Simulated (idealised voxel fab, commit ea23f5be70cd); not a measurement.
Process module heading - voxel wiring stack
Square cell edge 5 nm, section width 140 nm, ID cut.
A cross-section is a grid of square cells, given in bands from the top down. A band is one or more rows of cells.
Basically the band line says how high the top is and how high the bottom is, in nm, and then what's in it from left to right, every material with its width in nm. Empty space shows up as "blank", and if a single material carries "throughout" it runs the full band edge to edge.
Height 0 is the level under which the wafer as received is all one material. The lowest band goes on downwards, as in "0 -> down".
Note: "30..40" means the width goes from the first number (top row of the band) to the second number (bottom row) in equal steps per row of cells.
You'll sometimes find "remains unaltered" written for a step, and that's the way of saying that nowhere in the cross-section did a cell change during that step.
What "Closed void catalog" gives you is every empty space of 8 cells or more that is cut off from the top. Each appears as width x height at distance, with the distance taken from the left edge and width, height and distance all in nm.
Read whatever lies past the settings on a step's line as the simulator's own remark about the step.
overlay nm: mask offset rightward from planned place, masked step; negative means leftward offset.

THE FOLLOWING LIST GIVES THE PLANNED PROCESS STEPS
step 1: RECEIVE with material Si
step 2: CONFORMAL_DEP with material SiO2, thk nm 15
step 3: DIRECTIONAL_DEP with material TiN, thk nm 5
step 4: DIRECTIONAL_DEP with material Ru, thk nm 25
step 5: MASKED_ETCH with tone cover, mask id METAL_1, width nm 25, pitch nm 40, etch materials Ru, depth nm 25, overlay nm 0
step 6: MASKED_ETCH with tone cover, mask id METAL_1, width nm 25, pitch nm 40, etch materials TiN, depth nm 5, overlay nm 0
step 7: FILL_DEP with material lowk, thk nm 5
step 8: CMP with height nm 45
step 9: CONFORMAL_DEP with material SiCN, thk nm 5
step 10: DIRECTIONAL_DEP with material lowk, thk nm 20
step 11: MASKED_ETCH with tone open, mask id PLUG_1, width nm 15, pitch nm 80, etch materials lowk, depth nm 20, overlay nm 0
step 12: MASKED_ETCH with tone open, mask id PLUG_1, width nm 15, pitch nm 80, etch materials SiCN, depth nm 5, overlay nm 0
step 13: EPI with material Ru, thk nm 10
step 14: EPI with material Ru, thk nm 10
step 15: EPI with material Ru, thk nm 5
step 16: CONFORMAL_DEP with material SiCN, thk nm 5
step 17: DIRECTIONAL_DEP with material SiO2, thk nm 25
step 18: MASKED_ETCH with tone open, mask id METAL_2, width nm 25, pitch nm 40, etch materials SiO2, depth nm 25, overlay nm 0
step 19: MASKED_ETCH with tone open, mask id METAL_2, width nm 25, pitch nm 40, etch materials SiCN, depth nm 5, overlay nm 0
step 20: CONFORMAL_DEP with material TiN, thk nm 5
step 21: FILL_DEP with material Cu, thk nm 5
step 22: CMP with height nm 100
step 23: EPI with material Ru, thk nm 5
step 24: FILL_DEP with material SiCN, thk nm 5

FIRST OUT OF TWO WAFERS; RUN WENT TO PLAN

HERE'S WHAT THE WAFER LOOKED LIKE IN CROSS-SECTION WHEN IT ARRIVED - THAT'S AFTER STEP 1
  0 -> down | Si throughout
  Closed void catalog: none

SECTIONAL VIEW: WAFER, AFTER STEP 2
  15 -> 0 | SiO2 throughout
  Under 0: no change, same as before.

SECTIONAL VIEW: WAFER, AFTER STEP 3
  20 -> 15 | TiN throughout
  Under 15: no change, same as before.

SECTIONAL VIEW: WAFER, AFTER STEP 4
  45 -> 20 | Ru throughout
  Under 20: no change, same as before.

SECTIONAL VIEW: WAFER, AFTER STEP 5
  45 -> 20 | blank (15); Ru (25); blank (15); Ru (25); blank (15); Ru (25); blank (20)
  Under 20: no change, same as before.

SECTIONAL VIEW: WAFER, AFTER STEP 6
  45 -> 20 | blank (15); Ru (25); blank (15); Ru (25); blank (15); Ru (25); blank (20)
  20 -> 15 | blank (15); TiN (25); blank (15); TiN (25); blank (15); TiN (25); blank (20)
  Under 15: no change, same as before.

SECTIONAL VIEW: WAFER, AFTER STEP 7
  50 -> 45 | lowk throughout
  45 -> 20 | lowk (15); Ru (25); lowk (15); Ru (25); lowk (15); Ru (25); lowk (20)
  20 -> 15 | lowk (15); TiN (25); lowk (15); TiN (25); lowk (15); TiN (25); lowk (20)
  Under 15: no change, same as before.

SECTIONAL VIEW: WAFER, AFTER STEP 8
  45 -> 20 | lowk (15); Ru (25); lowk (15); Ru (25); lowk (15); Ru (25); lowk (20)
  Under 20: no change, same as before.

SECTIONAL VIEW: WAFER, AFTER STEP 9
  50 -> 45 | SiCN throughout
  Under 45: no change, same as before.

SECTIONAL VIEW: WAFER, AFTER STEP 10
  70 -> 50 | lowk throughout
  Under 50: no change, same as before.

SECTIONAL VIEW: WAFER, AFTER STEP 11
  70 -> 50 | lowk (15); blank (15); lowk (65); blank (15); lowk (30)
  Under 50: no change, same as before.

SECTIONAL VIEW: WAFER, AFTER STEP 12
  70 -> 50 | lowk (15); blank (15); lowk (65); blank (15); lowk (30)
  50 -> 45 | SiCN (15); blank (15); SiCN (65); blank (15); SiCN (30)
  Under 45: no change, same as before.

SECTIONAL VIEW: WAFER, AFTER STEP 13
  70 -> 55 | lowk (15); blank (15); lowk (65); blank (15); lowk (30)
  55 -> 50 | lowk (15); Ru (15); lowk (65); Ru (15); lowk (30)
  50 -> 45 | SiCN (15); Ru (15); SiCN (65); Ru (15); SiCN (30)
  Under 45: no change, same as before.

SECTIONAL VIEW: WAFER, AFTER STEP 14
  70 -> 65 | lowk (15); blank (15); lowk (65); blank (15); lowk (30)
  65 -> 50 | lowk (15); Ru (15); lowk (65); Ru (15); lowk (30)
  Under 50: no change, same as before.

SECTIONAL VIEW: WAFER, AFTER STEP 15
  70 -> 50 | lowk (15); Ru (15); lowk (65); Ru (15); lowk (30)
  Under 50: no change, same as before.

SECTIONAL VIEW: WAFER, AFTER STEP 16
  75 -> 70 | SiCN throughout
  Under 70: no change, same as before.

SECTIONAL VIEW: WAFER, AFTER STEP 17
  100 -> 75 | SiO2 throughout
  Under 75: no change, same as before.

SECTIONAL VIEW: WAFER, AFTER STEP 18
  100 -> 75 | SiO2 (15); blank (25); SiO2 (15); blank (25); SiO2 (15); blank (25); SiO2 (20)
  Under 75: no change, same as before.

SECTIONAL VIEW: WAFER, AFTER STEP 19
  100 -> 75 | SiO2 (15); blank (25); SiO2 (15); blank (25); SiO2 (15); blank (25); SiO2 (20)
  75 -> 70 | SiCN (15); blank (25); SiCN (15); blank (25); SiCN (15); blank (25); SiCN (20)
  Under 70: no change, same as before.

SECTIONAL VIEW: WAFER, AFTER STEP 20
  105 -> 100 | TiN (20); blank (15); TiN (25); blank (15); TiN (25); blank (15); TiN (25)
  100 -> 75 | SiO2 (15); TiN (5); blank (15); TiN (5); SiO2 (15); TiN (5); blank (15); TiN (5); SiO2 (15); TiN (5); blank (15); TiN (5); SiO2 (20)
  75 -> 70 | SiCN (15); TiN (25); SiCN (15); TiN (25); SiCN (15); TiN (25); SiCN (20)
  Under 70: no change, same as before.

SECTIONAL VIEW: WAFER, AFTER STEP 21
  110 -> 105 | Cu throughout
  105 -> 100 | TiN (20); Cu (15); TiN (25); Cu (15); TiN (25); Cu (15); TiN (25)
  100 -> 75 | SiO2 (15); TiN (5); Cu (15); TiN (5); SiO2 (15); TiN (5); Cu (15); TiN (5); SiO2 (15); TiN (5); Cu (15); TiN (5); SiO2 (20)
  Under 75: no change, same as before.

SECTIONAL VIEW: WAFER, AFTER STEP 22
  100 -> 75 | SiO2 (15); TiN (5); Cu (15); TiN (5); SiO2 (15); TiN (5); Cu (15); TiN (5); SiO2 (15); TiN (5); Cu (15); TiN (5); SiO2 (20)
  Under 75: no change, same as before.

SECTIONAL VIEW: WAFER, AFTER STEP 23
  105 -> 100 | blank (10); Ru (35); blank (5); Ru (35); blank (5); Ru (35); blank (15)
  Under 100: no change, same as before.

SECTIONAL VIEW: WAFER, AFTER STEP 24
  110 -> 105 | SiCN throughout
  105 -> 100 | SiCN (10); Ru (35); SiCN (5); Ru (35); SiCN (5); Ru (35); SiCN (15)
  Under 100: no change, same as before.

FOR THE SECOND WAFER, TAKE THE FIRST WAFER'S START AND PLAN, THEN ADD ONE MISTAKE MADE IN RUNNING IT; EVERYTHING THROUGH STEP 17, THAT STEP INCLUDED, IS SHARED WITH THE FIRST

SECOND WAFER, SECTIONED VIEW, AT STEP 18'S PLANNED END TIME
  100 -> 75 | SiO2 (20); blank (20); SiO2 (20); blank (20); SiO2 (20); blank (20); SiO2 (20)
  Under 75: no change, same as before.

SECOND WAFER, SECTIONED VIEW, AT STEP 19'S PLANNED END TIME
  100 -> 75 | SiO2 (20); blank (20); SiO2 (20); blank (20); SiO2 (20); blank (20); SiO2 (20)
  75 -> 70 | SiCN (20); blank (20); SiCN (20); blank (20); SiCN (20); blank (20); SiCN (20)
  Under 70: no change, same as before.

SECOND WAFER, SECTIONED VIEW, AT STEP 20'S PLANNED END TIME
  105 -> 100 | TiN (25); blank (10); TiN (30); blank (10); TiN (30); blank (10); TiN (25)
  100 -> 75 | SiO2 (20); TiN (5); blank (10); TiN (5); SiO2 (20); TiN (5); blank (10); TiN (5); SiO2 (20); TiN (5); blank (10); TiN (5); SiO2 (20)
  75 -> 70 | SiCN (20); TiN (20); SiCN (20); TiN (20); SiCN (20); TiN (20); SiCN (20)
  Under 70: no change, same as before.

SECOND WAFER, SECTIONED VIEW, AT STEP 21'S PLANNED END TIME
  110 -> 105 | Cu throughout
  105 -> 100 | TiN (25); Cu (10); TiN (30); Cu (10); TiN (30); Cu (10); TiN (25)
  100 -> 75 | SiO2 (20); TiN (5); Cu (10); TiN (5); SiO2 (20); TiN (5); Cu (10); TiN (5); SiO2 (20); TiN (5); Cu (10); TiN (5); SiO2 (20)
  Under 75: no change, same as before.

SECOND WAFER, SECTIONED VIEW, AT STEP 22'S PLANNED END TIME
  100 -> 75 | SiO2 (20); TiN (5); Cu (10); TiN (5); SiO2 (20); TiN (5); Cu (10); TiN (5); SiO2 (20); TiN (5); Cu (10); TiN (5); SiO2 (20)
  Under 75: no change, same as before.

SECOND WAFER, SECTIONED VIEW, AT STEP 23'S PLANNED END TIME
  105 -> 100 | blank (15); Ru (30); blank (10); Ru (30); blank (10); Ru (30); blank (15)
  Under 100: no change, same as before.

SECOND WAFER, SECTIONED VIEW, AT STEP 24'S PLANNED END TIME
  110 -> 105 | SiCN throughout
  105 -> 100 | SiCN (15); Ru (30); SiCN (10); Ru (30); SiCN (10); Ru (30); SiCN (15)
  Under 100: no change, same as before.
What broke from the plan during processing? step 18 ran with different settings than intended, the actual operation and settings being MASKED_ETCH with tone open, mask id METAL_2, width nm 20, pitch nm 40, etch materials SiO2, depth nm 25, overlay nm 0
FYI, end of process, the second wafer has more or fewer cells of some materials than the first: 15 fewer of Cu | 3 fewer of Ru | 6 more of SiCN | 15 more of SiO2 | 3 fewer of TiN
